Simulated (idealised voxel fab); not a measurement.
Presented below is a process module, voxel released beams.
Square cells of 5 nm make up the cross-section cut, whose width is 260 nm.
Cross-section spec: square-cell grid; bands listed top down; each band is one or more rows. Top height, bottom height, nm. Materials left to right, width each, nm. Single material + "full width" = fills band edge to edge. "blank" = empty. Beneath 0, the wafer as received is one material, and that level is where height counting begins. The lowest band goes on downward without a bottom; it is written like "top 0, no bottom". With a width like "30 to 40", each row of cells in the band differs from the next by the same amount, the top row carrying the first number and the bottom row the second. Where the words "no alterations made" appear for a step, the cross-section shows no cell changed by that step; every cell remained as before. "Internal closed voids": empty spaces of 8 cells or more with no open way to the top, each given as width x height at distance, distance from the left edge, all in nm. On a step's line, text after the settings is the simulator commenting on that step. "overlay nm", when on a step's line for a step with a mask, measures how far to the right of its planned place the mask lay; a negative measure means to the left.

### The process steps that were planned are listed below
step 1: RECEIVE [material Si]
step 2: CONFORMAL_DEP [material Al2O3] [thk nm 5]
step 3: DIRECTIONAL_DEP [material SiO2] [thk nm 10]
step 4: PATTERN [tone open] [mask id ANCHOR] [material resist] [width nm 15] [thk nm 20] [overlay nm 0]
step 5: DIRECTIONAL_ETCH [etch materials SiO2] [depth nm 10]
step 6: STRIP [etch materials resist]
step 7: CONFORMAL_DEP [material SiN] [thk nm 10]
step 8: PATTERN [tone cover] [mask id BEAM] [material resist] [width nm 105] [thk nm 15] [overlay nm 0]
step 9: DIRECTIONAL_ETCH [etch materials SiN] [depth nm 10]
step 10: STRIP [etch materials resist]
step 11: STRIP [etch materials SiO2]
Wafers differ in width nm at step 4; plan lists the first wafer's value; identical starting state.

### Cross-section of the first of several wafers as received (after step 1)
    top 0, no bottom: Si full width
    Internal closed voids: none

### Here is how to read the rows: every wafer has a row, and it shows the wafer at the end of the module, giving for each material how many cells were gained (+) or lost (-) since the wafer was received, then listing its closed voids
width nm 15 | +52 Al2O3 | +48 SiN | Internal closed voids: none
width nm 20 | +52 Al2O3 | +50 SiN | Internal closed voids: none
width nm 25 | +52 Al2O3 | +50 SiN | Internal closed voids: none
width nm 30 | +52 Al2O3 | +50 SiN | Internal closed voids: none
width nm 35 | +52 Al2O3 | +50 SiN | Internal closed voids: none
width nm 40 | +52 Al2O3 | +50 SiN | Internal closed voids: none
